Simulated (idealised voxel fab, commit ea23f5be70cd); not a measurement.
process module | voxel ribs on slabs
cross-section cut | 295 nm wide | cells 5 nm
A cross-section is a grid of square cells, given in bands from the top down. A band is one or more rows of cells.
Each band's line starts with the height of the band's top and of its bottom, in nm. Then come its materials from left to right, each with its width in nm. One material with "throughout" fills the band from edge to edge. "air" is empty space.
Height 0 is the level under which the wafer as received is all one material. The lowest band goes on downwards, as in "0 down".
A width such as "30 to 40" changes by the same amount from each row of cells to the next, from the band's top row to its bottom row.
"no change" after a step means that no cell of the cross-section changed.
closed voids: empty space of 8 cells or more with no open way to the top, each as width x height at its distance from the left edge, in nm
after a step's settings: what the simulator itself notes on the step
overlay nm, on a step with a mask: how far to the right of its planned place the mask lay; to the left if negative
plan
1 op RECEIVE | material Si
2 op DIRECTIONAL_DEP | material SiO2 | thk nm 30
3 op DIRECTIONAL_DEP | material polySi | thk nm 25
4 op PATTERN | tone cover | mask id RIB | material resist | width nm 30 | thk nm 20 | overlay nm 0
5 op DIRECTIONAL_ETCH | etch materials polySi | depth nm 15
6 op STRIP | etch materials resist
7 op MASKED_ETCH | tone cover | mask id SLAB | width nm 60 | etch materials polySi | depth nm 10 | overlay nm 0
8 op FILL_DEP | material SiO2 | thk nm 30
9 op CMP | height nm 75
10 op DIRECTIONAL_DEP | material W | thk nm 5
11 op DIRECTIONAL_DEP | material aC | thk nm 10
12 op PATTERN | tone cover | mask id HEATER | material resist | width nm 40 | thk nm 25 | overlay nm 0
13 op DIRECTIONAL_ETCH | etch materials aC | depth nm 10
14 op STRIP | etch materials resist
15 op DIRECTIONAL_ETCH | etch materials W | depth nm 5
16 op STRIP | etch materials aC
17 op CONFORMAL_DEP | material SiO2 | thk nm 10
as received, after step 1
  0 down: Si throughout
  closed voids: none
first wafer at the end, as planned
  90 to 85: air 115 | SiO2 60 | air 120
  85 to 80: SiO2 throughout
  80 to 75: SiO2 125 | W 40 | SiO2 130
  75 to 55: SiO2 throughout
  55 to 40: SiO2 130 | polySi 30 | SiO2 135
  40 to 30: SiO2 115 | polySi 60 | SiO2 120
  30 to 0: SiO2 throughout
  0 down: Si throughout
  closed voids: none
second wafer at the end: like start, like plan, one mistake
  90 to 85: air 115 | SiO2 60 | air 120
  85 to 80: SiO2 throughout
  80 to 75: SiO2 125 | W 40 | SiO2 130
  75 to 55: SiO2 throughout
  55 to 40: SiO2 130 | polySi 30 | SiO2 135
  40 to 30: SiO2 120 | polySi 50 | SiO2 125
  30 to 0: SiO2 throughout
  0 down: Si throughout
  closed voids: none
what went wrong: step 7 ran as: op MASKED_ETCH | tone cover | mask id SLAB | width nm 50 | etch materials polySi | depth nm 10 | overlay nm 0
at the end the second wafer has, in cells: 4 more of SiO2 | 4 fewer of polySi
